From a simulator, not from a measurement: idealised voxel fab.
process module | voxel gate over fins
cross-section cut | 295 nm wide | cells 5 nm
A cross-section is a grid of square cells, given in bands from the top down. A band is one or more rows of cells.
Each band's line starts with the height of the band's top and of its bottom, in nm. Then come its materials from left to right, each with its width in nm. One material with "throughout" fills the band from edge to edge. "air" is empty space.
Height 0 is the level under which the wafer as received is all one material. The lowest band goes on downwards, as in "0 down".
A width such as "30 to 40" changes by the same amount from each row of cells to the next, from the band's top row to its bottom row.
"no change" after a step means that no cell of the cross-section changed.
closed voids: empty space of 8 cells or more with no open way to the top, each as width x height at its distance from the left edge, in nm
after a step's settings: what the simulator itself notes on the step
overlay nm, on a step with a mask: how far to the right of its planned place the mask lay; to the left if negative
plan
1 op RECEIVE | material Si
2 op CONFORMAL_DEP | material SiN | thk nm 10
3 op PATTERN | tone cover | mask id FINS | material resist | width nm 15 | pitch nm 45 | thk nm 20 | overlay nm 0
4 op DIRECTIONAL_ETCH | etch materials SiN | depth nm 10
5 op DIRECTIONAL_ETCH | etch materials Si | depth nm 40
6 op STRIP | etch materials resist
7 op OXIDIZE | depth nm 5
8 op FILL_DEP | material SiO2 | thk nm 15
9 op CMP | height nm 10
10 op SELECTIVE_ETCH | etch materials SiO2 | depth nm 10
11 op STRIP | etch materials SiN
12 op CONFORMAL_DEP | material HfO2 | thk nm 5
13 op CONFORMAL_DEP | material TiN | thk nm 5
14 op FILL_DEP | material W | thk nm 10
15 op CMP | height nm 15
16 op CONFORMAL_DEP | material SiN | thk nm 10
varied across the wafers: depth nm of step 10. The plan shows the first wafer's value. All wafers start alike
first wafer as received, after step 1
  0 down: Si throughout
  closed voids: none
first wafer at the end, after step 16
  25 to 15: SiN throughout
  15 to 10: W throughout
  10 to 5: TiN throughout
  5 to 0: HfO2 throughout
  0 to -45: SiO2 120 | Si 5 | SiO2 40 | Si 5 | SiO2 125
  -45 down: Si throughout
  closed voids: none
last wafer at the end
  25 to 15: SiN throughout
  15 to 10: W throughout
  10 to 5: W 110 | TiN 25 | W 20 | TiN 25 | W 115
  5 to 0: W 110 | TiN 5 | HfO2 15 | TiN 5 | W 20 | TiN 5 | HfO2 15 | TiN 5 | W 115
  0 to -15: W 110 | TiN 5 | HfO2 5 | Si 5 | HfO2 5 | TiN 5 | W 20 | TiN 5 | HfO2 5 | Si 5 | HfO2 5 | TiN 5 | W 115
  -15 to -20: TiN 115 | HfO2 5 | Si 5 | HfO2 5 | TiN 30 | HfO2 5 | Si 5 | HfO2 5 | TiN 120
  -20 to -25: HfO2 120 | Si 5 | HfO2 40 | Si 5 | HfO2 125
  -25 to -45: SiO2 120 | Si 5 | SiO2 40 | Si 5 | SiO2 125
  -45 down: Si throughout
  closed voids: none
each wafer at the end: cells of each material gained (+) or lost (-) since it was received, then its closed voids
depth nm 10 | +59 HfO2 | -513 Si | +118 SiN | +513 SiO2 | +59 TiN | +59 W | closed voids: none
depth nm 15 | +63 HfO2 | -513 Si | +118 SiN | +456 SiO2 | +63 TiN | +108 W | closed voids: none
depth nm 20 | +67 HfO2 | -513 Si | +118 SiN | +399 SiO2 | +67 TiN | +157 W | closed voids: none
depth nm 25 | +71 HfO2 | -513 Si | +118 SiN | +342 SiO2 | +71 TiN | +206 W | closed voids: none
depth nm 30 | +75 HfO2 | -513 Si | +118 SiN | +285 SiO2 | +75 TiN | +255 W | closed voids: none
depth nm 35 | +79 HfO2 | -513 Si | +118 SiN | +228 SiO2 | +79 TiN | +304 W | closed voids: none
